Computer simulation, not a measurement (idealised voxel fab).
Process module in this document: voxel spacer lines
265 nm wide, 5 nm square cells: that's cross-section cut.
Heads up, the way a cross-section reads in here is a grid of square cells, handed over as bands from the top down, with every band being one or more rows of cells.
The band entry comprises the height of the band's top followed by the height of its bottom, expressed in nm, and subsequently the band's materials from left to right, each stated together with its width in nm. Where a single material is marked with the word "all across", that material fills the band from edge to edge. The word "air" represents empty space.
Heads up on the height convention: 0 is the point under which the incoming wafer is all one material, and the lowest band has no bottom, it just keeps going down, like "0 down".
Read "30 to 40" as a graded width: first number on top, second number at the bottom, same change between each pair of neighbouring rows.
"remains unaltered", as given for a step, is the statement that not any cell of the cross-section underwent a change during that step.
"Closed void table" enumerates empty spaces isolated from the top, with no open way to it, that contain at least 8 cells, giving each as width x height at distance from the left edge, all three in nm.
The remark found on a step's line after its settings is issued by the simulator itself and pertains to that step.
Each step line may optionally specify "overlay nm", which for a step with a mask gives the rightward distance between the mask's planned place and where it lay, a negative value indicating the leftward direction.

THE PLANNED PROCESS STEPS ARE ENUMERATED HEREUNDER
1. RECEIVE,material Si
2. CONFORMAL_DEP,material SiO2,thk nm 10
3. DIRECTIONAL_DEP,material polySi,thk nm 20
4. DIRECTIONAL_DEP,material aC,thk nm 20
5. PATTERN,tone cover,mask id MANDREL,material resist,width nm 20,pitch nm 60,thk nm 30,overlay nm 0
6. DIRECTIONAL_ETCH,etch materials aC,depth nm 20
7. STRIP,etch materials resist
8. CONFORMAL_DEP,material SiN,thk nm 10
9. DIRECTIONAL_ETCH,etch materials SiN,depth nm 10
10. STRIP,etch materials aC
11. DIRECTIONAL_ETCH,etch materials polySi,depth nm 20
12. STRIP,etch materials SiN
13. FILL_DEP,material SiO2,thk nm 5
14. CMP,height nm 30

CONCERNING THE FIRST OF TWO WAFERS, WHICH WAS RUN IN ACCORDANCE WITH THE PLAN

INCOMING WAFER IN CROSS-SECTION (STATE: AFTER STEP 1)
0 down  Si all across
Closed void table: none

WAFER AFTER STEP 2 (CROSS-SECTION)
10 to 0  SiO2 all across
Under 0: no change, same as before.

WAFER AFTER STEP 3 (CROSS-SECTION)
30 to 10  polySi all across
Under 10: no change, same as before.

WAFER AFTER STEP 4 (CROSS-SECTION)
50 to 30  aC all across
Under 30: no change, same as before.

WAFER AFTER STEP 5 (CROSS-SECTION)
80 to 50  air=60  resist=20  air=40  resist=20  air=40  resist=20  air=65
Under 50: no change, same as before.

WAFER AFTER STEP 6 (CROSS-SECTION)
60 to 50  air=60  resist=20  air=40  resist=20  air=40  resist=20  air=65
50 to 30  air=60  aC=20  air=40  aC=20  air=40  aC=20  air=65
Under 30: no change, same as before.

WAFER AFTER STEP 7 (CROSS-SECTION)
50 to 30  air=60  aC=20  air=40  aC=20  air=40  aC=20  air=65
Under 30: no change, same as before.

WAFER AFTER STEP 8 (CROSS-SECTION)
60 to 50  air=50  SiN=40  air=20  SiN=40  air=20  SiN=40  air=55
50 to 40  air=50  SiN=10  aC=20  SiN=10  air=20  SiN=10  aC=20  SiN=10  air=20  SiN=10  aC=20  SiN=10  air=55
40 to 30  SiN=60  aC=20  SiN=40  aC=20  SiN=40  aC=20  SiN=65
Under 30: no change, same as before.

WAFER AFTER STEP 9 (CROSS-SECTION)
50 to 30  air=50  SiN=10  aC=20  SiN=10  air=20  SiN=10  aC=20  SiN=10  air=20  SiN=10  aC=20  SiN=10  air=55
Under 30: no change, same as before.

WAFER AFTER STEP 10 (CROSS-SECTION)
50 to 30  air=50  SiN=10  air=20  SiN=10  air=20  SiN=10  air=20  SiN=10  air=20  SiN=10  air=20  SiN=10  air=55
Under 30: no change, same as before.

WAFER AFTER STEP 11 (CROSS-SECTION)
50 to 30  air=50  SiN=10  air=20  SiN=10  air=20  SiN=10  air=20  SiN=10  air=20  SiN=10  air=20  SiN=10  air=55
30 to 10  air=50  polySi=10  air=20  polySi=10  air=20  polySi=10  air=20  polySi=10  air=20  polySi=10  air=20  polySi=10  air=55
Under 10: no change, same as before.

WAFER AFTER STEP 12 (CROSS-SECTION)
30 to 10  air=50  polySi=10  air=20  polySi=10  air=20  polySi=10  air=20  polySi=10  air=20  polySi=10  air=20  polySi=10  air=55
Under 10: no change, same as before.

WAFER AFTER STEP 13 (CROSS-SECTION)
35 to 30  SiO2 all across
30 to 10  SiO2=50  polySi=10  SiO2=20  polySi=10  SiO2=20  polySi=10  SiO2=20  polySi=10  SiO2=20  polySi=10  SiO2=20  polySi=10  SiO2=55
Under 10: no change, same as before.

WAFER AFTER STEP 14 (CROSS-SECTION)
30 to 10  SiO2=50  polySi=10  SiO2=20  polySi=10  SiO2=20  polySi=10  SiO2=20  polySi=10  SiO2=20  polySi=10  SiO2=20  polySi=10  SiO2=55
Under 10: no change, same as before.

FOR THE SECOND WAFER, TAKE THE FIRST WAFER'S START AND PLAN, THEN ADD ONE MISTAKE MADE IN RUNNING IT; EVERYTHING THROUGH STEP 4, THAT STEP INCLUDED, IS SHARED WITH THE FIRST

SECOND WAFER, SECTIONED VIEW, AT STEP 5'S PLANNED END TIME
80 to 50  air=55  resist=30  air=30  resist=30  air=30  resist=30  air=60
Under 50: no change, same as before.

SECOND WAFER, SECTIONED VIEW, AT STEP 6'S PLANNED END TIME
60 to 50  air=55  resist=30  air=30  resist=30  air=30  resist=30  air=60
50 to 30  air=55  aC=30  air=30  aC=30  air=30  aC=30  air=60
Under 30: no change, same as before.

SECOND WAFER, SECTIONED VIEW, AT STEP 7'S PLANNED END TIME
50 to 30  air=55  aC=30  air=30  aC=30  air=30  aC=30  air=60
Under 30: no change, same as before.

SECOND WAFER, SECTIONED VIEW, AT STEP 8'S PLANNED END TIME
60 to 50  air=45  SiN=50  air=10  SiN=50  air=10  SiN=50  air=50
50 to 40  air=45  SiN=10  aC=30  SiN=10  air=10  SiN=10  aC=30  SiN=10  air=10  SiN=10  aC=30  SiN=10  air=50
40 to 30  SiN=55  aC=30  SiN=30  aC=30  SiN=30  aC=30  SiN=60
Under 30: no change, same as before.

SECOND WAFER, SECTIONED VIEW, AT STEP 9'S PLANNED END TIME
50 to 30  air=45  SiN=10  aC=30  SiN=10  air=10  SiN=10  aC=30  SiN=10  air=10  SiN=10  aC=30  SiN=10  air=50
Under 30: no change, same as before.

SECOND WAFER, SECTIONED VIEW, AT STEP 10'S PLANNED END TIME
50 to 30  air=45  SiN=10  air=30  SiN=10  air=10  SiN=10  air=30  SiN=10  air=10  SiN=10  air=30  SiN=10  air=50
Under 30: no change, same as before.

SECOND WAFER, SECTIONED VIEW, AT STEP 11'S PLANNED END TIME
50 to 30  air=45  SiN=10  air=30  SiN=10  air=10  SiN=10  air=30  SiN=10  air=10  SiN=10  air=30  SiN=10  air=50
30 to 10  air=45  polySi=10  air=30  polySi=10  air=10  polySi=10  air=30  polySi=10  air=10  polySi=10  air=30  polySi=10  air=50
Under 10: no change, same as before.

SECOND WAFER, SECTIONED VIEW, AT STEP 12'S PLANNED END TIME
30 to 10  air=45  polySi=10  air=30  polySi=10  air=10  polySi=10  air=30  polySi=10  air=10  polySi=10  air=30  polySi=10  air=50
Under 10: no change, same as before.

SECOND WAFER, SECTIONED VIEW, AT STEP 13'S PLANNED END TIME
35 to 30  SiO2 all across
30 to 10  SiO2=45  polySi=10  SiO2=30  polySi=10  SiO2=10  polySi=10  SiO2=30  polySi=10  SiO2=10  polySi=10  SiO2=30  polySi=10  SiO2=50
Under 10: no change, same as before.

SECOND WAFER, SECTIONED VIEW, AT STEP 14'S PLANNED END TIME
30 to 10  SiO2=45  polySi=10  SiO2=30  polySi=10  SiO2=10  polySi=10  SiO2=30  polySi=10  SiO2=10  polySi=10  SiO2=30  polySi=10  SiO2=50
Under 10: no change, same as before.
Deviation from plan: not per plan at step 5, really ran PATTERN,tone cover,mask id MANDREL,material resist,width nm 30,pitch nm 60,thk nm 30,overlay nm 0
Final wafers compared: equal cell tally per material, rearranged layout.
